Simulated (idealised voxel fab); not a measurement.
Process module heading - voxel wiring stack
cross-section cut | 195 nm wide | cells 5 nm
Cross-section = grid of square cells, listed top down in bands; band = one or more rows.
First you get the band's top height and its bottom height, in nm, and then the materials it's made of, left to right, with each width in nm. If you see a single material with "throughout", that one covers the band edge to edge. "air" is empty space.
It should be noted that heights are counted from 0, beneath which the wafer as supplied is of one material throughout, and that the lowest band possesses no lower boundary but continues downward, as written in "top 0, no bottom".
A width such as "30..40" changes by the same amount from each row of cells to the next, from the band's top row to its bottom row.
Take "all unchanged" at face value: in the step it is given for, the cross-section changed in none of its cells.
"Enclosed void list" - sealed voids, min. 8 cells, no opening to top; format: width x height at distance (distance from left edge; nm throughout).
Anything after a step's settings on that line? It's the simulator's own note about the step.
When a step includes a mask, the "overlay nm" setting on its line states how far to the right of its planned place that mask lay, and negative values state how far to the left.
plan:
1,RECEIVE | material Si
2,CONFORMAL_DEP | material SiO2 | thk nm 10
3,DIRECTIONAL_DEP | material TiN | thk nm 5
4,DIRECTIONAL_DEP | material Ru | thk nm 20
5,PATTERN | tone cover | mask id METAL_1 | material resist | width nm 30 | pitch nm 45 | thk nm 15 | overlay nm 0
6,DIRECTIONAL_ETCH | etch materials Ru | depth nm 20
7,DIRECTIONAL_ETCH | etch materials TiN | depth nm 5
8,STRIP | etch materials resist
9,FILL_DEP | material lowk | thk nm 10
10,CMP | height nm 35
11,CONFORMAL_DEP | material SiCN | thk nm 5
12,DIRECTIONAL_DEP | material lowk | thk nm 20
13,DIRECTIONAL_DEP | material aC | thk nm 15
14,PATTERN | tone open | mask id PLUG_1 | material resist | width nm 15 | pitch nm 45 | thk nm 35 | overlay nm 0
15,DIRECTIONAL_ETCH | etch materials aC | depth nm 15
16,STRIP | etch materials resist
17,DIRECTIONAL_ETCH | etch materials lowk | depth nm 20
18,DIRECTIONAL_ETCH | etch materials SiCN | depth nm 5
19,STRIP | etch materials aC
20,CONFORMAL_DEP | material TiN | thk nm 5
21,FILL_DEP | material Ru | thk nm 10
22,CMP | height nm 60
23,DIRECTIONAL_DEP | material TiN | thk nm 5
24,DIRECTIONAL_DEP | material W | thk nm 15
25,PATTERN | tone cover | mask id METAL_2 | material resist | width nm 30 | pitch nm 45 | thk nm 15 | overlay nm 0
26,DIRECTIONAL_ETCH | etch materials W | depth nm 15
27,DIRECTIONAL_ETCH | etch materials TiN | depth nm 5
28,STRIP | etch materials resist
29,FILL_DEP | material lowk | thk nm 10
30,CMP | height nm 80
31,CONFORMAL_DEP | material SiCN | thk nm 5
32,DIRECTIONAL_DEP | material SiO2 | thk nm 35
33,DIRECTIONAL_DEP | material aC | thk nm 10
34,PATTERN | tone open | mask id METAL_3 | material resist | width nm 30 | pitch nm 45 | thk nm 30 | overlay nm 0
35,DIRECTIONAL_ETCH | etch materials aC | depth nm 10
36,STRIP | etch materials resist
37,DIRECTIONAL_ETCH | etch materials SiO2 | depth nm 20
38,STRIP | etch materials aC
39,DIRECTIONAL_DEP | material aC | thk nm 15
40,PATTERN | tone open | mask id METAL_3_HOLES | material resist | width nm 15 | pitch nm 90 | thk nm 30 | overlay nm 0
41,DIRECTIONAL_ETCH | etch materials aC | depth nm 15
42,STRIP | etch materials resist
43,DIRECTIONAL_ETCH | etch materials SiO2 | depth nm 15
44,DIRECTIONAL_ETCH | etch materials SiCN | depth nm 5
45,STRIP | etch materials aC
46,CONFORMAL_DEP | material TiN | thk nm 5
47,FILL_DEP | material Ru | thk nm 5
48,CMP | height nm 120
49,CONFORMAL_DEP | material SiCN | thk nm 5
Variable across wafers: step 40 overlay nm (plan value is that of the first wafer; starting state common to all).
As-received cross-section, first of several wafers, post step 1:
    top 0, no bottom  Si throughout
    Enclosed void list: none
What follows is a table in which each wafer occupies a row; for the wafer as it stands at the close of the module, the row states, material by material, how many cells have been gained (+) or lost (-) since receipt, and then gives its closed voids:
overlay nm 0 | +168 Ru | +99 SiCN | +237 SiO2 | +156 TiN | +72 W | +243 lowk | Enclosed void list: none
overlay nm 5 | +168 Ru | +99 SiCN | +237 SiO2 | +156 TiN | +72 W | +243 lowk | Enclosed void list: none
overlay nm 10 | +168 Ru | +99 SiCN | +237 SiO2 | +156 TiN | +72 W | +243 lowk | Enclosed void list: none
overlay nm 15 | +168 Ru | +99 SiCN | +237 SiO2 | +156 TiN | +72 W | +243 lowk | Enclosed void list: none
